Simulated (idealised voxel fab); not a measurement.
The following is a process module called voxel self aligned vias.
The cross-section shown here is cut; it is 225 nm wide and divided into square cells measuring 5 nm on a side.
Throughout this document, each cross-section is represented as a grid of square cells and is presented as a sequence of bands enumerated from the top downward, where a band comprises one or more rows of cells. Within each band entry, the heights of the top and of the bottom of the band appear first, in that order and in nm; the materials of the band then follow from left to right, each with its corresponding width in nm. The designation "everywhere" on a single material indicates that it fills the band from edge to edge; the designation "empty" indicates empty space. Counting heights begins at 0, where everything beneath is, in the wafer as received, one material. The lowest band has no bottom; it goes on downwards, as "0 and below" shows. Width spec "30->40" -> top row of cells at first value, bottom row at second value, equal per-row change in between. Step note "same as before" = no cross-section cell changed. Look at "Sealed voids" for the closed voids: empty spaces with no open path to the top, sized 8 cells or up. Each is width x height at distance, distance from the left edge, all nm. Whatever follows a step's settings on its line is a remark the simulator itself makes about that step. Among the settings permitted on a step's line is "overlay nm"; applied to a step with a mask, it specifies the extent to which the mask lay to the right of its planned position, whereas a negative figure signifies a position to the left.

PLANNED PROCESS STEPS
1: RECEIVE [material Si]
2: CONFORMAL_DEP [material SiO2] [thk nm 10]
3: CONFORMAL_DEP [material SiCN] [thk nm 5]
4: DIRECTIONAL_DEP [material SiO2] [thk nm 20]
5: MASKED_ETCH [tone open] [mask id LINES] [width nm 30] [pitch nm 70] [etch materials SiO2] [depth nm 20] [overlay nm 0]
6: CONFORMAL_DEP [material TiN] [thk nm 5]
7: FILL_DEP [material W] [thk nm 5]
8: CMP [height nm 35]
9: SELECTIVE_ETCH [etch materials W Ru TiN] [depth nm 10]
10: FILL_DEP [material SiN] [thk nm 5]
11: CMP [height nm 35]
12: DIRECTIONAL_DEP [material SiO2] [thk nm 20]
13: DIRECTIONAL_DEP [material aC] [thk nm 10]
14: PATTERN [tone open] [mask id VIAS] [material resist] [width nm 40] [pitch nm 140] [thk nm 25] [overlay nm 0]
15: DIRECTIONAL_ETCH [etch materials aC] [depth nm 10]
16: STRIP [etch materials resist]
17: DIRECTIONAL_ETCH [etch materials SiO2] [depth nm 20]
18: DIRECTIONAL_ETCH [etch materials SiN] [depth nm 10]
19: STRIP [etch materials aC]
20: CONFORMAL_DEP [material TiN] [thk nm 5]
21: FILL_DEP [material Ru] [thk nm 5]
22: CMP [height nm 55]
23: CONFORMAL_DEP [material SiCN] [thk nm 5]

CROSS-SECTION, INCOMING MATERIAL, AFTER STEP 1
  0 and below  Si everywhere
  Sealed voids: none

END STATE OF THE MODULE IN CROSS-SECTION, GIVEN THE ABOVE STARTING POINT AND PLAN AND ONE MISTAKE IN EXECUTION
  60 down to 55  SiCN everywhere
  55 down to 35  SiO2 (20), TiN (5), Ru (30), TiN (5), SiO2 (100), TiN (5), Ru (30), TiN (5), SiO2 (25)
  35 down to 30  SiO2 (20), TiN (5), Ru (30), TiN (5), SiO2 (35), SiN (30), SiO2 (35), TiN (5), Ru (30), TiN (5), SiO2 (25)
  30 down to 25  SiO2 (20), TiN (40), SiO2 (35), SiN (30), SiO2 (35), TiN (40), SiO2 (25)
  25 down to 20  SiO2 (20), TiN (10), W (20), TiN (10), SiO2 (35), TiN (5), W (20), TiN (5), SiO2 (35), TiN (10), W (20), TiN (10), SiO2 (25)
  20 down to 15  SiO2 (20), TiN (40), SiO2 (35), TiN (30), SiO2 (35), TiN (40), SiO2 (25)
  15 down to 10  SiCN everywhere
  10 down to 0  SiO2 everywhere
  0 and below  Si everywhere
  Sealed voids: none
Diagnosis: step 17 from the plan got run twice
